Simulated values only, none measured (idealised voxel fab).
Title: Process Module voxel capacitor over wiring
Cross-section cut: width 250 nm, square cells of 5 nm.
Cross-section, as written here: a square-cell grid given band by band from the top down, where a band holds one or more rows of cells.
Read a band's entry like this: the first values are the height of its top and the height of its bottom in nm, and what follows is the sequence of materials from left to right, each with its width in nm. Note that "blank" is empty space, and that a single material marked "throughout" reaches across the band from edge to edge.
We count height from 0. Below that, the starting wafer is all one material. The lowest band never ends at the bottom but goes on down; see "0 and below" for how that is written.
When a width is written as two numbers, as in "30..40", the first number is the width in the top row of cells of the band and the second is the width in its bottom row, and the width changes by the same amount from each row to the next.
Basically "no modifications" means that step didn't change any cell in the cross-section.
The label "Enclosed cavities" introduces a list of the empty spaces, 8 cells or larger, that have no open way up to the top; each entry in it reads width x height at distance, where the distance is taken from the left edge and all three are stated in nm.
Formally, on a step line, whatever follows the settings is a remark that the simulator itself makes on the step.
When a step includes a mask, the "overlay nm" setting on its line states how far to the right of its planned place that mask lay, and negative values state how far to the left.
# These are the steps we planned for the process
step 1: RECEIVE, material Si
step 2: CONFORMAL_DEP, material SiO2, thk nm 10
step 3: DIRECTIONAL_DEP, material TiN, thk nm 5
step 4: DIRECTIONAL_DEP, material W, thk nm 15
step 5: DIRECTIONAL_DEP, material aC, thk nm 10
step 6: PATTERN, tone cover, mask id METAL_1, material resist, width nm 25, pitch nm 90, thk nm 25, overlay nm 0
step 7: DIRECTIONAL_ETCH, etch materials aC, depth nm 10
step 8: STRIP, etch materials resist
step 9: DIRECTIONAL_ETCH, etch materials W, depth nm 15
step 10: DIRECTIONAL_ETCH, etch materials TiN, depth nm 5
step 11: STRIP, etch materials aC
step 12: CONFORMAL_DEP, material SiCN, thk nm 5
step 13: FILL_DEP, material SiO2, thk nm 5
step 14: CMP, height nm 30
step 15: CONFORMAL_DEP, material SiCN, thk nm 5
step 16: DIRECTIONAL_DEP, material SiO2, thk nm 15
step 17: MASKED_ETCH, tone open, mask id PLUG_1, width nm 15, etch materials SiO2, depth nm 15, overlay nm 0
step 18: MASKED_ETCH, tone open, mask id PLUG_1, width nm 15, etch materials SiCN, depth nm 5, overlay nm 0
step 19: EPI, material Ru, thk nm 10
step 20: EPI, material Ru, thk nm 10
step 21: DIRECTIONAL_DEP, material TiN, thk nm 10
step 22: DIRECTIONAL_DEP, material SiN, thk nm 5
step 23: DIRECTIONAL_DEP, material TiN, thk nm 10
step 24: MASKED_ETCH, tone cover, mask id UPPER_PLATE, width nm 70, etch materials TiN, depth nm 10, overlay nm 0
step 25: MASKED_ETCH, tone cover, mask id UPPER_PLATE, width nm 70, etch materials SiN, depth nm 5, overlay nm 0
step 26: PATTERN, tone cover, mask id LOWER_PLATE, material resist, width nm 80, thk nm 20, overlay nm 0
step 27: DIRECTIONAL_ETCH, etch materials TiN, depth nm 10
step 28: STRIP, etch materials resist
step 29: FILL_DEP, material SiO2, thk nm 20
step 30: CMP, height nm 90
step 31: DIRECTIONAL_DEP, material aC, thk nm 15
step 32: PATTERN, tone open, mask id PLUG_2, material resist, width nm 15, thk nm 30, overlay nm 0
step 33: DIRECTIONAL_ETCH, etch materials aC, depth nm 15
step 34: STRIP, etch materials resist
step 35: DIRECTIONAL_ETCH, etch materials SiO2, depth nm 15
step 36: STRIP, etch materials aC
step 37: CONFORMAL_DEP, material TiN, thk nm 5
step 38: FILL_DEP, material Ru, thk nm 5
step 39: CMP, height nm 90
step 40: CONFORMAL_DEP, material SiCN, thk nm 5
# As received (post step 1): cross-section
0 and below: Si throughout
Enclosed cavities: none
# First of two wafers at the end of the module, shown in cross-section; run carried out as planned
95 down to 90: SiCN throughout
90 down to 80: 85 of SiO2 | 5 of TiN | 5 of Ru | 5 of TiN | 150 of SiO2
80 down to 75: 85 of SiO2 | 15 of TiN | 150 of SiO2
75 down to 65: 75 of SiO2 | 70 of TiN | 105 of SiO2
65 down to 60: 75 of SiO2 | 70 of SiN | 105 of SiO2
60 down to 50: 70 of SiO2 | 80 of TiN | 100 of SiO2
50 down to 35: 75 of SiO2 | 15 of Ru | 160 of SiO2
35 down to 30: 75 of SiCN | 15 of Ru | 160 of SiCN
30 down to 15: 60 of SiO2 | 5 of SiCN | 25 of W | 5 of SiCN | 55 of SiO2 | 5 of SiCN | 25 of W | 5 of SiCN | 65 of SiO2
15 down to 10: 65 of SiCN | 25 of TiN | 65 of SiCN | 25 of TiN | 70 of SiCN
10 down to 0: SiO2 throughout
0 and below: Si throughout
Enclosed cavities: none
# Cross-sectional view of the second of two wafers upon completion of the module. This wafer shared its starting condition and process plan with the first; one error was made during its execution
95 down to 90: SiCN throughout
90 down to 80: 85 of SiO2 | 5 of TiN | 5 of Ru | 5 of TiN | 150 of SiO2
80 down to 75: 85 of SiO2 | 15 of TiN | 150 of SiO2
75 down to 65: 75 of SiO2 | 30 of TiN | 145 of SiO2
65 down to 60: 75 of SiO2 | 30 of SiN | 145 of SiO2
60 down to 50: 70 of SiO2 | 75 of TiN | 105 of SiO2
50 down to 45: 60 of SiO2 | 45 of Ru | 40 of SiN | 105 of SiO2
45 down to 35: 60 of SiO2 | 45 of Ru | 45 of TiN | 100 of SiO2
35 down to 30: 75 of SiCN | 15 of Ru | 160 of SiCN
30 down to 15: 60 of SiO2 | 5 of SiCN | 25 of W | 5 of SiCN | 55 of SiO2 | 5 of SiCN | 25 of W | 5 of SiCN | 65 of SiO2
15 down to 10: 65 of SiCN | 25 of TiN | 65 of SiCN | 25 of TiN | 70 of SiCN
10 down to 0: SiO2 throughout
0 and below: Si throughout
Enclosed cavities: none
What went wrong in running the wafer? it should be noted that step 16 of the plan was omitted and was not performed
Wrapping up, a cell-based count of both wafers puts the second over or under the first for these materials: Ru +18; SiO2 -18
